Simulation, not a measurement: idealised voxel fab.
Name of the process module below: voxel transistor to metal
In the cross-section labelled cut, the width is 215 nm and each square cell is 5 nm.
Cross-section layout: square cells on a grid; listed as bands, top to bottom; a band spans one or more cell rows.
The band entry comprises the height of the band's top followed by the height of its bottom, expressed in nm, and subsequently the band's materials from left to right, each stated together with its width in nm. Where a single material is marked with the word "all across", that material fills the band from edge to edge. The word "air" represents empty space.
Basically, 0 is our baseline, since under it the wafer straight out of the box is all one material. The bottom band has no lower end and keeps on going down, so it looks like "top 0, no bottom".
The notation "30->40" denotes a width that varies across the rows of cells in the band, beginning at the first number in the top row, finishing at the second number in the bottom row, and changing by an identical amount from each row to the next.
"remains unaltered" (step): cross-section cells unchanged, all of them.
Enclosed voids (no open way to top), threshold 8 cells or more, entry "Enclosed cavities", notation width x height at distance, distance from left edge, nm.
Note: text after step settings on the step line = simulator remark on that step.
The "overlay nm" setting may appear on a step's line; for a step that uses a mask, it gives how far to the right of its planned position the mask lay, and a negative value indicates the left.
-- Planned process steps
- 1: RECEIVE: material Si
- 2: OXIDIZE: depth nm 5
- 3: CONFORMAL_DEP: material SiN, thk nm 15
- 4: PATTERN: tone cover, mask id ACTIVE, material resist, width nm 100, thk nm 20, overlay nm 0
- 5: DIRECTIONAL_ETCH: etch materials SiN, depth nm 15
- 6: DIRECTIONAL_ETCH: etch materials SiO2, depth nm 5
- 7: DIRECTIONAL_ETCH: etch materials Si, depth nm 20
- 8: STRIP: etch materials resist
- 9: FILL_DEP: material SiO2, thk nm 15
- 10: CMP: height nm 15
- 11: SELECTIVE_ETCH: etch materials SiO2, depth nm 10
- 12: STRIP: etch materials SiN
- 13: SELECTIVE_ETCH: etch materials SiO2, depth nm 5
- 14: OXIDIZE: depth nm 5
- 15: DIRECTIONAL_DEP: material polySi, thk nm 20
- 16: DIRECTIONAL_DEP: material SiCN, thk nm 10
- 17: PATTERN: tone cover, mask id GATE, material resist, width nm 20, thk nm 15, overlay nm 0
- 18: DIRECTIONAL_ETCH: etch materials SiCN, depth nm 20
- 19: DIRECTIONAL_ETCH: etch materials polySi, depth nm 30
- 20: STRIP: etch materials resist
- 21: CONFORMAL_DEP: material SiN, thk nm 5
- 22: DIRECTIONAL_ETCH: etch materials SiN, depth nm 5
- 23: DIRECTIONAL_ETCH: etch materials SiO2, depth nm 5
- 24: DIRECTIONAL_ETCH: etch materials Si, depth nm 5
- 25: EPI: material SiGe, thk nm 5
- 26: FILL_DEP: material SiO2, thk nm 10
- 27: CMP: height nm 25
- 28: DIRECTIONAL_DEP: material SiO2, thk nm 15
- 29: PATTERN: tone open, mask id CONTACT, material resist, width nm 30, pitch nm 60, thk nm 20, overlay nm 0
- 30: DIRECTIONAL_ETCH: etch materials SiO2, depth nm 50
- 31: STRIP: etch materials resist
- 32: CONFORMAL_DEP: material TiN, thk nm 5
- 33: FILL_DEP: material W, thk nm 5
- 34: CMP: height nm 40
- 35: DIRECTIONAL_DEP: material TiN, thk nm 5
- 36: DIRECTIONAL_DEP: material Ru, thk nm 10
- 37: PATTERN: tone cover, mask id METAL_1, material resist, width nm 15, pitch nm 75, thk nm 15, overlay nm 0
- 38: DIRECTIONAL_ETCH: etch materials Ru, depth nm 20
- 39: DIRECTIONAL_ETCH: etch materials TiN, depth nm 5
- 40: STRIP: etch materials resist
- 41: FILL_DEP: material lowk, thk nm 10
- 42: CMP: height nm 65
- 43: CONFORMAL_DEP: material SiN, thk nm 5
The plan's step 36 thk nm is the first wafer's value; the wafers differ in this setting and start identical.
-- As-received cross-section, first of several wafers, post step 1
> top 0, no bottom = Si all across
> Enclosed cavities: none
-- Once step 43, the last step, is complete, the module is at its end; this is the cross-section of the first of several wafers
> top 70, bottom 65 = SiN all across
> top 65, bottom 55 = lowk all across
> top 55, bottom 45 = lowk: 60  Ru: 15  lowk: 60  Ru: 15  lowk: 65
> top 45, bottom 40 = lowk: 60  TiN: 15  lowk: 60  TiN: 15  lowk: 65
> top 40, bottom 25 = SiO2: 60  TiN: 5  W: 20  TiN: 5  SiO2: 30  TiN: 5  W: 20  TiN: 5  SiO2: 65
> top 25, bottom 15 = SiO2: 60  TiN: 5  W: 20  TiN: 5  SiN: 5  SiCN: 20  SiN: 5  TiN: 5  W: 20  TiN: 5  SiO2: 65
> top 15, bottom 0 = SiO2: 60  TiN: 5  W: 20  TiN: 5  SiN: 5  polySi: 20  SiN: 5  TiN: 5  W: 20  TiN: 5  SiO2: 65
> top 0, bottom -5 = SiO2: 50  SiN: 5  SiO2: 5  TiN: 5  W: 15  TiN: 10  SiN: 5  polySi: 20  SiN: 5  TiN: 10  W: 15  TiN: 5  SiO2: 5  SiN: 5  SiO2: 55
> top -5, bottom -10 = SiO2: 60  TiN: 25  SiGe: 5  SiO2: 30  SiGe: 5  TiN: 25  SiO2: 65
> top -10, bottom -15 = SiO2: 55  SiGe: 35  Si: 30  SiGe: 35  SiO2: 60
> top -15, bottom -25 = SiO2: 55  Si: 100  SiO2: 60
> top -25, no bottom = Si all across
> Enclosed cavities: none
-- Last wafer, end of module, cross-section
> top 70, bottom 65 = SiN all across
> top 65, bottom 60 = lowk: 60  Ru: 15  lowk: 60  Ru: 15  lowk: 65
> top 60, bottom 45 = Ru all across
> top 45, bottom 40 = TiN all across
> top 40, bottom 25 = SiO2: 60  TiN: 5  W: 20  TiN: 5  SiO2: 30  TiN: 5  W: 20  TiN: 5  SiO2: 65
> top 25, bottom 15 = SiO2: 60  TiN: 5  W: 20  TiN: 5  SiN: 5  SiCN: 20  SiN: 5  TiN: 5  W: 20  TiN: 5  SiO2: 65
> top 15, bottom 0 = SiO2: 60  TiN: 5  W: 20  TiN: 5  SiN: 5  polySi: 20  SiN: 5  TiN: 5  W: 20  TiN: 5  SiO2: 65
> top 0, bottom -5 = SiO2: 50  SiN: 5  SiO2: 5  TiN: 5  W: 15  TiN: 10  SiN: 5  polySi: 20  SiN: 5  TiN: 10  W: 15  TiN: 5  SiO2: 5  SiN: 5  SiO2: 55
> top -5, bottom -10 = SiO2: 60  TiN: 25  SiGe: 5  SiO2: 30  SiGe: 5  TiN: 25  SiO2: 65
> top -10, bottom -15 = SiO2: 55  SiGe: 35  Si: 30  SiGe: 35  SiO2: 60
> top -15, bottom -25 = SiO2: 55  Si: 100  SiO2: 60
> top -25, no bottom = Si all across
> Enclosed cavities: none
-- Every row in this table is a wafer at the end of the module, and it gives, for each of the materials, the cells that wafer has gained (+) or lost (-) since it was received, then its closed voids
thk nm 10 | +12 Ru | -169 Si | +8 SiCN | +16 SiGe | +57 SiN | +341 SiO2 | +54 TiN | +70 W | +197 lowk | +16 polySi | Enclosed cavities: none
thk nm 15 | +18 Ru | -169 Si | +8 SiCN | +16 SiGe | +57 SiN | +341 SiO2 | +54 TiN | +70 W | +191 lowk | +16 polySi | Enclosed cavities: none
thk nm 20 | +24 Ru | -169 Si | +8 SiCN | +16 SiGe | +57 SiN | +341 SiO2 | +54 TiN | +70 W | +185 lowk | +16 polySi | Enclosed cavities: none
thk nm 25 | +61 Ru | -169 Si | +8 SiCN | +16 SiGe | +57 SiN | +341 SiO2 | +91 TiN | +70 W | +111 lowk | +16 polySi | Enclosed cavities: none
thk nm 30 | +98 Ru | -169 Si | +8 SiCN | +16 SiGe | +57 SiN | +341 SiO2 | +91 TiN | +70 W | +74 lowk | +16 polySi | Enclosed cavities: none
thk nm 35 | +135 Ru | -169 Si | +8 SiCN | +16 SiGe | +57 SiN | +341 SiO2 | +91 TiN | +70 W | +37 lowk | +16 polySi | Enclosed cavities: none
